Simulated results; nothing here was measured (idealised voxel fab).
The following process module bears the name voxel wiring stack.
Pictured: cross-section cut, 255 nm wide, on a grid of 5 nm square cells.
Heads up, the way a cross-section reads in here is a grid of square cells, handed over as bands from the top down, with every band being one or more rows of cells. First you get the band's top height and its bottom height, in nm, and then the materials it's made of, left to right, with each width in nm. If you see a single material with "throughout", that one covers the band edge to edge. "air" is empty space. All heights in this document are referenced to 0, defined as the level beneath which the wafer, as received, consists entirely of one material. The lowest band is not bounded below; it extends indefinitely downward and is written in the form "0 down". Per-row width for "30..40": begins at first number (top row of band), ends at second number (bottom row), increment between rows held constant. Step marked "no modification"? Then no cell in the cross-section changed in it. "Closed cavities" lists enclosed empty spaces (at least 8 cells, no open path upward to the top), each as width x height at distance from the left edge, in nm. Note: text after step settings on the step line = simulator remark on that step. The line of a step may include "overlay nm". On a step with a mask, this value is how far to the right of its planned place the mask lay. A negative value means the mask lay to the left.

### Set out below are the planned steps of the process
1. RECEIVE: material Si
2. CONFORMAL_DEP: material SiO2, thk nm 10
3. DIRECTIONAL_DEP: material TiN, thk nm 5
4. DIRECTIONAL_DEP: material Ru, thk nm 25
5. PATTERN: tone cover, mask id METAL_1, material resist, width nm 25, pitch nm 55, thk nm 15, overlay nm 0
6. DIRECTIONAL_ETCH: etch materials Ru, depth nm 25
7. DIRECTIONAL_ETCH: etch materials TiN, depth nm 5
8. STRIP: etch materials resist
9. FILL_DEP: material SiO2, thk nm 5
10. CMP: height nm 40
11. CONFORMAL_DEP: material SiCN, thk nm 5
12. DIRECTIONAL_DEP: material lowk, thk nm 20
13. MASKED_ETCH: tone open, mask id PLUG_1, width nm 15, pitch nm 55, etch materials lowk, depth nm 20, overlay nm 0
14. MASKED_ETCH: tone open, mask id PLUG_1, width nm 15, pitch nm 55, etch materials SiCN, depth nm 5, overlay nm 0
15. CONFORMAL_DEP: material TiN, thk nm 5
16. FILL_DEP: material W, thk nm 5
17. CMP: height nm 65
18. CONFORMAL_DEP: material SiN, thk nm 5
19. DIRECTIONAL_DEP: material lowk, thk nm 20
20. MASKED_ETCH: tone open, mask id METAL_2, width nm 25, pitch nm 55, etch materials lowk, depth nm 20, overlay nm 0
21. MASKED_ETCH: tone open, mask id METAL_2, width nm 25, pitch nm 55, etch materials SiN, depth nm 5, overlay nm 0
22. CONFORMAL_DEP: material TiN, thk nm 5
23. FILL_DEP: material Cu, thk nm 10
24. CMP: height nm 90
25. CONFORMAL_DEP: material SiCN, thk nm 5

### Cross-sectional view of the wafer in its as-received condition, corresponding to the state after step 1
	0 down  Si throughout
	Closed cavities: none

### What the wafer looks like in cross-section after this module, when it starts as shown above and follows the plan above but one mistake is made in running it
	95 to 90  SiCN throughout
	90 to 70  lowk 30 nm  TiN 5 nm  Cu 15 nm  TiN 5 nm  lowk 30 nm  TiN 5 nm  Cu 15 nm  TiN 5 nm  lowk 30 nm  TiN 5 nm  Cu 15 nm  TiN 5 nm  lowk 30 nm  TiN 5 nm  Cu 15 nm  TiN 5 nm  lowk 35 nm
	70 to 65  SiN 30 nm  TiN 25 nm  SiN 30 nm  TiN 25 nm  SiN 30 nm  TiN 25 nm  SiN 30 nm  TiN 25 nm  SiN 35 nm
	65 to 45  lowk 30 nm  TiN 5 nm  W 5 nm  TiN 5 nm  lowk 40 nm  TiN 5 nm  W 5 nm  TiN 5 nm  lowk 40 nm  TiN 5 nm  W 5 nm  TiN 5 nm  lowk 40 nm  TiN 5 nm  W 5 nm  TiN 5 nm  lowk 45 nm
	45 to 40  SiCN 30 nm  TiN 15 nm  SiCN 40 nm  TiN 15 nm  SiCN 40 nm  TiN 15 nm  SiCN 40 nm  TiN 15 nm  SiCN 45 nm
	40 to 15  SiO2 30 nm  Ru 25 nm  SiO2 30 nm  Ru 25 nm  SiO2 30 nm  Ru 25 nm  SiO2 30 nm  Ru 25 nm  SiO2 35 nm
	15 to 10  W throughout
	10 to 0  SiO2 throughout
	0 down  Si throughout
	Closed cavities: none
Want to know what went wrong? the process deviated at step 3: the operation and settings actually run there were DIRECTIONAL_DEP: material W, thk nm 5
